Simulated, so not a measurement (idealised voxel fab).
process module | voxel spacer lines
cross-section cut | 240 nm wide | cells 5 nm
A cross-section is a grid of square cells, given in bands from the top down. A band is one or more rows of cells.
Each band's line starts with the height of the band's top and of its bottom, in nm. Then come its materials from left to right, each with its width in nm. One material with "throughout" fills the band from edge to edge. "air" is empty space.
Height 0 is the level under which the wafer as received is all one material. The lowest band goes on downwards, as in "0 down".
A width such as "30 to 40" changes by the same amount from each row of cells to the next, from the band's top row to its bottom row.
"no change" after a step means that no cell of the cross-section changed.
closed voids: empty space of 8 cells or more with no open way to the top, each as width x height at its distance from the left edge, in nm
after a step's settings: what the simulator itself notes on the step
overlay nm, on a step with a mask: how far to the right of its planned place the mask lay; to the left if negative
plan
1 op RECEIVE | material Si
2 op CONFORMAL_DEP | material Al2O3 | thk nm 10
3 op DIRECTIONAL_DEP | material polySi | thk nm 15
4 op DIRECTIONAL_DEP | material aC | thk nm 25
5 op PATTERN | tone cover | mask id MANDREL | material resist | width nm 25 | pitch nm 70 | thk nm 30 | overlay nm 0
6 op DIRECTIONAL_ETCH | etch materials aC | depth nm 25
7 op STRIP | etch materials resist
8 op CONFORMAL_DEP | material SiN | thk nm 10
9 op DIRECTIONAL_ETCH | etch materials SiN | depth nm 10
10 op STRIP | etch materials aC
11 op DIRECTIONAL_ETCH | etch materials polySi | depth nm 15
12 op STRIP | etch materials SiN
first wafer, as planned
as received, after step 1
  0 down: Si throughout
  closed voids: none
after step 2
  10 to 0: Al2O3 throughout
  below 0: unchanged
after step 3
  25 to 10: polySi throughout
  below 10: unchanged
after step 4
  50 to 25: aC throughout
  below 25: unchanged
after step 5
  80 to 50: air 70 | resist 25 | air 45 | resist 25 | air 75
  below 50: unchanged
after step 6
  55 to 50: air 70 | resist 25 | air 45 | resist 25 | air 75
  50 to 25: air 70 | aC 25 | air 45 | aC 25 | air 75
  below 25: unchanged
after step 7
  50 to 25: air 70 | aC 25 | air 45 | aC 25 | air 75
  below 25: unchanged
after step 8
  60 to 50: air 60 | SiN 45 | air 25 | SiN 45 | air 65
  50 to 35: air 60 | SiN 10 | aC 25 | SiN 10 | air 25 | SiN 10 | aC 25 | SiN 10 | air 65
  35 to 25: SiN 70 | aC 25 | SiN 45 | aC 25 | SiN 75
  below 25: unchanged
after step 9
  50 to 25: air 60 | SiN 10 | aC 25 | SiN 10 | air 25 | SiN 10 | aC 25 | SiN 10 | air 65
  below 25: unchanged
after step 10
  50 to 25: air 60 | SiN 10 | air 25 | SiN 10 | air 25 | SiN 10 | air 25 | SiN 10 | air 65
  below 25: unchanged
after step 11
  50 to 25: air 60 | SiN 10 | air 25 | SiN 10 | air 25 | SiN 10 | air 25 | SiN 10 | air 65
  25 to 10: air 60 | polySi 10 | air 25 | polySi 10 | air 25 | polySi 10 | air 25 | polySi 10 | air 65
  below 10: unchanged
after step 12
  25 to 10: air 60 | polySi 10 | air 25 | polySi 10 | air 25 | polySi 10 | air 25 | polySi 10 | air 65
  below 10: unchanged
second wafer: like start, like plan, one mistake. Through step 4 it matches the first wafer
when step 5 should have ended
  80 to 50: resist 70 | air 25 | resist 45 | air 25 | resist 75
  below 50: unchanged
when step 6 should have ended
  55 to 50: resist 70 | air 25 | resist 45 | air 25 | resist 75
  50 to 25: aC 70 | air 25 | aC 45 | air 25 | aC 75
  below 25: unchanged
when step 7 should have ended
  50 to 25: aC 70 | air 25 | aC 45 | air 25 | aC 75
  below 25: unchanged
when step 8 should have ended
  60 to 50: SiN 80 | air 5 | SiN 65 | air 5 | SiN 85
  50 to 35: aC 70 | SiN 10 | air 5 | SiN 10 | aC 45 | SiN 10 | air 5 | SiN 10 | aC 75
  35 to 25: aC 70 | SiN 25 | aC 45 | SiN 25 | aC 75
  below 25: unchanged
when step 9 should have ended
  50 to 25: aC 70 | SiN 10 | air 5 | SiN 10 | aC 45 | SiN 10 | air 5 | SiN 10 | aC 75
  below 25: unchanged
when step 10 should have ended
  50 to 25: air 70 | SiN 10 | air 5 | SiN 10 | air 45 | SiN 10 | air 5 | SiN 10 | air 75
  below 25: unchanged
when step 11 should have ended
  50 to 25: air 70 | SiN 10 | air 5 | SiN 10 | air 45 | SiN 10 | air 5 | SiN 10 | air 75
  25 to 10: air 70 | polySi 10 | air 5 | polySi 10 | air 45 | polySi 10 | air 5 | polySi 10 | air 75
  below 10: unchanged
when step 12 should have ended
  25 to 10: air 70 | polySi 10 | air 5 | polySi 10 | air 45 | polySi 10 | air 5 | polySi 10 | air 75
  below 10: unchanged
what went wrong: step 5 ran as: op PATTERN | tone open | mask id MANDREL | material resist | width nm 25 | pitch nm 70 | thk nm 30 | overlay nm 0
at the end the second wafer has, in cells: as many of each material as the first, in other places
